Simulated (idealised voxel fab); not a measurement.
Presented below is a process module, voxel wiring stack.
Cross-section cut spans 165 nm and uses square cells 5 nm in size.
If you're reading a cross-section in this doc, picture square cells in a grid; it comes to you as bands, top ones listed first down to the bottom, and a band can be one or more rows of cells. Band: top height; bottom height; in nm. Then, left to right: material with width in nm, for each material. "edge to edge": a single material spanning edge to edge. "blank": empty space. All heights in this document are referenced to 0, defined as the level beneath which the wafer, as received, consists entirely of one material. The lowest band is not bounded below; it extends indefinitely downward and is written in the form "z 0 and below". Quick explanation for "30..40": the width changes in equal steps down the rows of cells, from the first number in the band's top row to the second number in its bottom row. "remained the same" after a step means that no cell of the cross-section changed. Basically, "Closed empty spaces" tells you about the enclosed voids: empty spaces with no open way to the top, 8 cells or bigger, each written width x height at distance, where distance is from the left edge, all in nm. Note: text after step settings on the step line = simulator remark on that step. You can add "overlay nm" to a step's line. For a step with a mask, it describes how far the mask lay to the right of its planned position, and a negative number describes a lay to the left.
The steps planned for the process are as follows:
1. RECEIVE [material Si]
2. CONFORMAL_DEP [material SiO2] [thk nm 10]
3. DIRECTIONAL_DEP [material TiN] [thk nm 5]
4. DIRECTIONAL_DEP [material Ru] [thk nm 25]
5. DIRECTIONAL_DEP [material aC] [thk nm 15]
6. PATTERN [tone cover] [mask id METAL_1] [material resist] [width nm 25] [pitch nm 45] [thk nm 35] [overlay nm 0]
7. DIRECTIONAL_ETCH [etch materials aC] [depth nm 15]
8. STRIP [etch materials resist]
9. DIRECTIONAL_ETCH [etch materials Ru] [depth nm 25]
10. DIRECTIONAL_ETCH [etch materials TiN] [depth nm 5]
11. STRIP [etch materials aC]
12. FILL_DEP [material SiO2] [thk nm 5]
13. CMP [height nm 40]
14. CONFORMAL_DEP [material SiCN] [thk nm 5]
15. DIRECTIONAL_DEP [material SiO2] [thk nm 15]
16. DIRECTIONAL_DEP [material aC] [thk nm 10]
17. PATTERN [tone open] [mask id PLUG_1] [material resist] [width nm 15] [thk nm 30] [overlay nm 0]
18. DIRECTIONAL_ETCH [etch materials aC] [depth nm 10]
19. STRIP [etch materials resist]
20. DIRECTIONAL_ETCH [etch materials SiO2] [depth nm 15]
21. DIRECTIONAL_ETCH [etch materials SiCN] [depth nm 5]
22. STRIP [etch materials aC]
23. CONFORMAL_DEP [material TiN] [thk nm 5]
24. FILL_DEP [material W] [thk nm 10]
25. CMP [height nm 60]
26. DIRECTIONAL_DEP [material TiN] [thk nm 5]
27. DIRECTIONAL_DEP [material W] [thk nm 20]
28. DIRECTIONAL_DEP [material aC] [thk nm 10]
29. PATTERN [tone cover] [mask id METAL_2] [material resist] [width nm 25] [pitch nm 45] [thk nm 30] [overlay nm 0]
30. DIRECTIONAL_ETCH [etch materials aC] [depth nm 10]
31. STRIP [etch materials resist]
32. DIRECTIONAL_ETCH [etch materials W] [depth nm 20]
33. DIRECTIONAL_ETCH [etch materials TiN] [depth nm 5]
34. STRIP [etch materials aC]
35. CONFORMAL_DEP [material SiCN] [thk nm 5]
36. FILL_DEP [material SiO2] [thk nm 5]
37. CMP [height nm 85]
38. CONFORMAL_DEP [material SiCN] [thk nm 5]
First wafer, as planned:
This is the cross-section of the wafer as we received it, i.e. after step 1:
* z 0 and below = Si edge to edge
* Closed empty spaces: none
The wafer, seen in cross-section, after step 2:
* z 10 to 0 = SiO2 edge to edge
* Everything below 0 is unchanged.
The wafer, seen in cross-section, after step 3:
* z 15 to 10 = TiN edge to edge
* Everything below 10 is unchanged.
The wafer, seen in cross-section, after step 4:
* z 40 to 15 = Ru edge to edge
* Everything below 15 is unchanged.
The wafer, seen in cross-section, after step 5:
* z 55 to 40 = aC edge to edge
* Everything below 40 is unchanged.
The wafer, seen in cross-section, after step 6:
* z 90 to 55 = 45 of blank, then 25 of resist, then 20 of blank, then 25 of resist, then 50 of blank
* Everything below 55 is unchanged.
The wafer, seen in cross-section, after step 7:
* z 75 to 55 = 45 of blank, then 25 of resist, then 20 of blank, then 25 of resist, then 50 of blank
* z 55 to 40 = 45 of blank, then 25 of aC, then 20 of blank, then 25 of aC, then 50 of blank
* Everything below 40 is unchanged.
The wafer, seen in cross-section, after step 8:
* z 55 to 40 = 45 of blank, then 25 of aC, then 20 of blank, then 25 of aC, then 50 of blank
* Everything below 40 is unchanged.
The wafer, seen in cross-section, after step 9:
* z 55 to 40 = 45 of blank, then 25 of aC, then 20 of blank, then 25 of aC, then 50 of blank
* z 40 to 15 = 45 of blank, then 25 of Ru, then 20 of blank, then 25 of Ru, then 50 of blank
* Everything below 15 is unchanged.
The wafer, seen in cross-section, after step 10:
* z 55 to 40 = 45 of blank, then 25 of aC, then 20 of blank, then 25 of aC, then 50 of blank
* z 40 to 15 = 45 of blank, then 25 of Ru, then 20 of blank, then 25 of Ru, then 50 of blank
* z 15 to 10 = 45 of blank, then 25 of TiN, then 20 of blank, then 25 of TiN, then 50 of blank
* Everything below 10 is unchanged.
The wafer, seen in cross-section, after step 11:
* z 40 to 15 = 45 of blank, then 25 of Ru, then 20 of blank, then 25 of Ru, then 50 of blank
* Everything below 15 is unchanged.
The wafer, seen in cross-section, after step 12:
* z 45 to 40 = SiO2 edge to edge
* z 40 to 15 = 45 of SiO2, then 25 of Ru, then 20 of SiO2, then 25 of Ru, then 50 of SiO2
* z 15 to 10 = 45 of SiO2, then 25 of TiN, then 20 of SiO2, then 25 of TiN, then 50 of SiO2
* Everything below 10 is unchanged.
The wafer, seen in cross-section, after step 13:
* z 40 to 15 = 45 of SiO2, then 25 of Ru, then 20 of SiO2, then 25 of Ru, then 50 of SiO2
* Everything below 15 is unchanged.
The wafer, seen in cross-section, after step 14:
* z 45 to 40 = SiCN edge to edge
* Everything below 40 is unchanged.
The wafer, seen in cross-section, after step 15:
* z 60 to 45 = SiO2 edge to edge
* Everything below 45 is unchanged.
The wafer, seen in cross-section, after step 16:
* z 70 to 60 = aC edge to edge
* Everything below 60 is unchanged.
The wafer, seen in cross-section, after step 17:
* z 100 to 70 = 45 of resist, then 15 of blank, then 105 of resist
* Everything below 70 is unchanged.
The wafer, seen in cross-section, after step 18:
* z 90 to 70 = 45 of resist, then 15 of blank, then 105 of resist
* z 70 to 60 = 45 of aC, then 15 of blank, then 105 of aC
* Everything below 60 is unchanged.
The wafer, seen in cross-section, after step 19:
* z 70 to 60 = 45 of aC, then 15 of blank, then 105 of aC
* Everything below 60 is unchanged.
The wafer, seen in cross-section, after step 20:
* z 70 to 60 = 45 of aC, then 15 of blank, then 105 of aC
* z 60 to 45 = 45 of SiO2, then 15 of blank, then 105 of SiO2
* Everything below 45 is unchanged.
The wafer, seen in cross-section, after step 21:
* z 70 to 60 = 45 of aC, then 15 of blank, then 105 of aC
* z 60 to 45 = 45 of SiO2, then 15 of blank, then 105 of SiO2
* z 45 to 40 = 45 of SiCN, then 15 of blank, then 105 of SiCN
* Everything below 40 is unchanged.
The wafer, seen in cross-section, after step 22:
* z 60 to 45 = 45 of SiO2, then 15 of blank, then 105 of SiO2
* Everything below 45 is unchanged.
The wafer, seen in cross-section, after step 23:
* z 65 to 60 = 50 of TiN, then 5 of blank, then 110 of TiN
* z 60 to 45 = 45 of SiO2, then 5 of TiN, then 5 of blank, then 5 of TiN, then 105 of SiO2
* z 45 to 40 = 45 of SiCN, then 15 of TiN, then 105 of SiCN
* Everything below 40 is unchanged.
The wafer, seen in cross-section, after step 24:
* z 75 to 65 = W edge to edge
* z 65 to 60 = 50 of TiN, then 5 of W, then 110 of TiN
* z 60 to 45 = 45 of SiO2, then 5 of TiN, then 5 of W, then 5 of TiN, then 105 of SiO2
* Everything below 45 is unchanged.
The wafer, seen in cross-section, after step 25:
* z 60 to 45 = 45 of SiO2, then 5 of TiN, then 5 of W, then 5 of TiN, then 105 of SiO2
* Everything below 45 is unchanged.
The wafer, seen in cross-section, after step 26:
* z 65 to 60 = TiN edge to edge
* Everything below 60 is unchanged.
The wafer, seen in cross-section, after step 27:
* z 85 to 65 = W edge to edge
* Everything below 65 is unchanged.
The wafer, seen in cross-section, after step 28:
* z 95 to 85 = aC edge to edge
* Everything below 85 is unchanged.
The wafer, seen in cross-section, after step 29:
* z 125 to 95 = 45 of blank, then 25 of resist, then 20 of blank, then 25 of resist, then 50 of blank
* Everything below 95 is unchanged.
The wafer, seen in cross-section, after step 30:
* z 115 to 95 = 45 of blank, then 25 of resist, then 20 of blank, then 25 of resist, then 50 of blank
* z 95 to 85 = 45 of blank, then 25 of aC, then 20 of blank, then 25 of aC, then 50 of blank
* Everything below 85 is unchanged.
The wafer, seen in cross-section, after step 31:
* z 95 to 85 = 45 of blank, then 25 of aC, then 20 of blank, then 25 of aC, then 50 of blank
* Everything below 85 is unchanged.
The wafer, seen in cross-section, after step 32:
* z 95 to 85 = 45 of blank, then 25 of aC, then 20 of blank, then 25 of aC, then 50 of blank
* z 85 to 65 = 45 of blank, then 25 of W, then 20 of blank, then 25 of W, then 50 of blank
* Everything below 65 is unchanged.
The wafer, seen in cross-section, after step 33:
* z 95 to 85 = 45 of blank, then 25 of aC, then 20 of blank, then 25 of aC, then 50 of blank
* z 85 to 65 = 45 of blank, then 25 of W, then 20 of blank, then 25 of W, then 50 of blank
* z 65 to 60 = 45 of blank, then 25 of TiN, then 20 of blank, then 25 of TiN, then 50 of blank
* Everything below 60 is unchanged.
The wafer, seen in cross-section, after step 34:
* z 85 to 65 = 45 of blank, then 25 of W, then 20 of blank, then 25 of W, then 50 of blank
* Everything below 65 is unchanged.
The wafer, seen in cross-section, after step 35:
* z 90 to 85 = 40 of blank, then 35 of SiCN, then 10 of blank, then 35 of SiCN, then 45 of blank
* z 85 to 65 = 40 of blank, then 5 of SiCN, then 25 of W, then 5 of SiCN, then 10 of blank, then 5 of SiCN, then 25 of W, then 5 of SiCN, then 45 of blank
* z 65 to 60 = 45 of SiCN, then 25 of TiN, then 20 of SiCN, then 25 of TiN, then 50 of SiCN
* Everything below 60 is unchanged.
The wafer, seen in cross-section, after step 36:
* z 95 to 90 = SiO2 edge to edge
* z 90 to 85 = 40 of SiO2, then 35 of SiCN, then 10 of SiO2, then 35 of SiCN, then 45 of SiO2
* z 85 to 65 = 40 of SiO2, then 5 of SiCN, then 25 of W, then 5 of SiCN, then 10 of SiO2, then 5 of SiCN, then 25 of W, then 5 of SiCN, then 45 of SiO2
* Everything below 65 is unchanged.
The wafer, seen in cross-section, after step 37:
* z 85 to 65 = 40 of SiO2, then 5 of SiCN, then 25 of W, then 5 of SiCN, then 10 of SiO2, then 5 of SiCN, then 25 of W, then 5 of SiCN, then 45 of SiO2
* Everything below 65 is unchanged.
The wafer, seen in cross-section, after step 38:
* z 90 to 85 = SiCN edge to edge
* Everything below 85 is unchanged.
Wafer two. Identical start, identical plan. One mistake in execution. Identical history through step 13:
Second wafer, sectioned view, at step 14's planned end time:
* z 45 to 40 = TiN edge to edge
* Everything below 40 is unchanged.
Second wafer, sectioned view, at step 15's planned end time:
* z 60 to 45 = SiO2 edge to edge
* Everything below 45 is unchanged.
Second wafer, sectioned view, at step 16's planned end time:
* z 70 to 60 = aC edge to edge
* Everything below 60 is unchanged.
Second wafer, sectioned view, at step 17's planned end time:
* z 100 to 70 = 45 of resist, then 15 of blank, then 105 of resist
* Everything below 70 is unchanged.
Second wafer, sectioned view, at step 18's planned end time:
* z 90 to 70 = 45 of resist, then 15 of blank, then 105 of resist
* z 70 to 60 = 45 of aC, then 15 of blank, then 105 of aC
* Everything below 60 is unchanged.
Second wafer, sectioned view, at step 19's planned end time:
* z 70 to 60 = 45 of aC, then 15 of blank, then 105 of aC
* Everything below 60 is unchanged.
Second wafer, sectioned view, at step 20's planned end time:
* z 70 to 60 = 45 of aC, then 15 of blank, then 105 of aC
* z 60 to 45 = 45 of SiO2, then 15 of blank, then 105 of SiO2
* Everything below 45 is unchanged.
Second wafer, sectioned view, at step 21's planned end time: remained the same
Second wafer, sectioned view, at step 22's planned end time:
* z 60 to 45 = 45 of SiO2, then 15 of blank, then 105 of SiO2
* Everything below 45 is unchanged.
Second wafer, sectioned view, at step 23's planned end time:
* z 65 to 60 = 50 of TiN, then 5 of blank, then 110 of TiN
* z 60 to 50 = 45 of SiO2, then 5 of TiN, then 5 of blank, then 5 of TiN, then 105 of SiO2
* z 50 to 45 = 45 of SiO2, then 15 of TiN, then 105 of SiO2
* Everything below 45 is unchanged.
Second wafer, sectioned view, at step 24's planned end time:
* z 75 to 65 = W edge to edge
* z 65 to 60 = 50 of TiN, then 5 of W, then 110 of TiN
* z 60 to 50 = 45 of SiO2, then 5 of TiN, then 5 of W, then 5 of TiN, then 105 of SiO2
* Everything below 50 is unchanged.
Second wafer, sectioned view, at step 25's planned end time:
* z 60 to 50 = 45 of SiO2, then 5 of TiN, then 5 of W, then 5 of TiN, then 105 of SiO2
* Everything below 50 is unchanged.
Second wafer, sectioned view, at step 26's planned end time:
* z 65 to 60 = TiN edge to edge
* Everything below 60 is unchanged.
Second wafer, sectioned view, at step 27's planned end time:
* z 85 to 65 = W edge to edge
* Everything below 65 is unchanged.
Second wafer, sectioned view, at step 28's planned end time:
* z 95 to 85 = aC edge to edge
* Everything below 85 is unchanged.
Second wafer, sectioned view, at step 29's planned end time:
* z 125 to 95 = 45 of blank, then 25 of resist, then 20 of blank, then 25 of resist, then 50 of blank
* Everything below 95 is unchanged.
Second wafer, sectioned view, at step 30's planned end time:
* z 115 to 95 = 45 of blank, then 25 of resist, then 20 of blank, then 25 of resist, then 50 of blank
* z 95 to 85 = 45 of blank, then 25 of aC, then 20 of blank, then 25 of aC, then 50 of blank
* Everything below 85 is unchanged.
Second wafer, sectioned view, at step 31's planned end time:
* z 95 to 85 = 45 of blank, then 25 of aC, then 20 of blank, then 25 of aC, then 50 of blank
* Everything below 85 is unchanged.
Second wafer, sectioned view, at step 32's planned end time:
* z 95 to 85 = 45 of blank, then 25 of aC, then 20 of blank, then 25 of aC, then 50 of blank
* z 85 to 65 = 45 of blank, then 25 of W, then 20 of blank, then 25 of W, then 50 of blank
* Everything below 65 is unchanged.
Second wafer, sectioned view, at step 33's planned end time:
* z 95 to 85 = 45 of blank, then 25 of aC, then 20 of blank, then 25 of aC, then 50 of blank
* z 85 to 65 = 45 of blank, then 25 of W, then 20 of blank, then 25 of W, then 50 of blank
* z 65 to 60 = 45 of blank, then 25 of TiN, then 20 of blank, then 25 of TiN, then 50 of blank
* Everything below 60 is unchanged.
Second wafer, sectioned view, at step 34's planned end time:
* z 85 to 65 = 45 of blank, then 25 of W, then 20 of blank, then 25 of W, then 50 of blank
* Everything below 65 is unchanged.
Second wafer, sectioned view, at step 35's planned end time:
* z 90 to 85 = 40 of blank, then 35 of SiCN, then 10 of blank, then 35 of SiCN, then 45 of blank
* z 85 to 65 = 40 of blank, then 5 of SiCN, then 25 of W, then 5 of SiCN, then 10 of blank, then 5 of SiCN, then 25 of W, then 5 of SiCN, then 45 of blank
* z 65 to 60 = 45 of SiCN, then 25 of TiN, then 20 of SiCN, then 25 of TiN, then 50 of SiCN
* Everything below 60 is unchanged.
Second wafer, sectioned view, at step 36's planned end time:
* z 95 to 90 = SiO2 edge to edge
* z 90 to 85 = 40 of SiO2, then 35 of SiCN, then 10 of SiO2, then 35 of SiCN, then 45 of SiO2
* z 85 to 65 = 40 of SiO2, then 5 of SiCN, then 25 of W, then 5 of SiCN, then 10 of SiO2, then 5 of SiCN, then 25 of W, then 5 of SiCN, then 45 of SiO2
* Everything below 65 is unchanged.
Second wafer, sectioned view, at step 37's planned end time:
* z 85 to 65 = 40 of SiO2, then 5 of SiCN, then 25 of W, then 5 of SiCN, then 10 of SiO2, then 5 of SiCN, then 25 of W, then 5 of SiCN, then 45 of SiO2
* Everything below 65 is unchanged.
Second wafer, sectioned view, at step 38's planned end time:
* z 90 to 85 = SiCN edge to edge
* Everything below 85 is unchanged.
Deviation noted in wafer processing: step 14 was not run as planned; what actually ran was CONFORMAL_DEP [material TiN] [thk nm 5]
Final tally in cells, some materials are higher or lower on the second wafer than on the first: SiCN -30 | TiN +31 | W -1
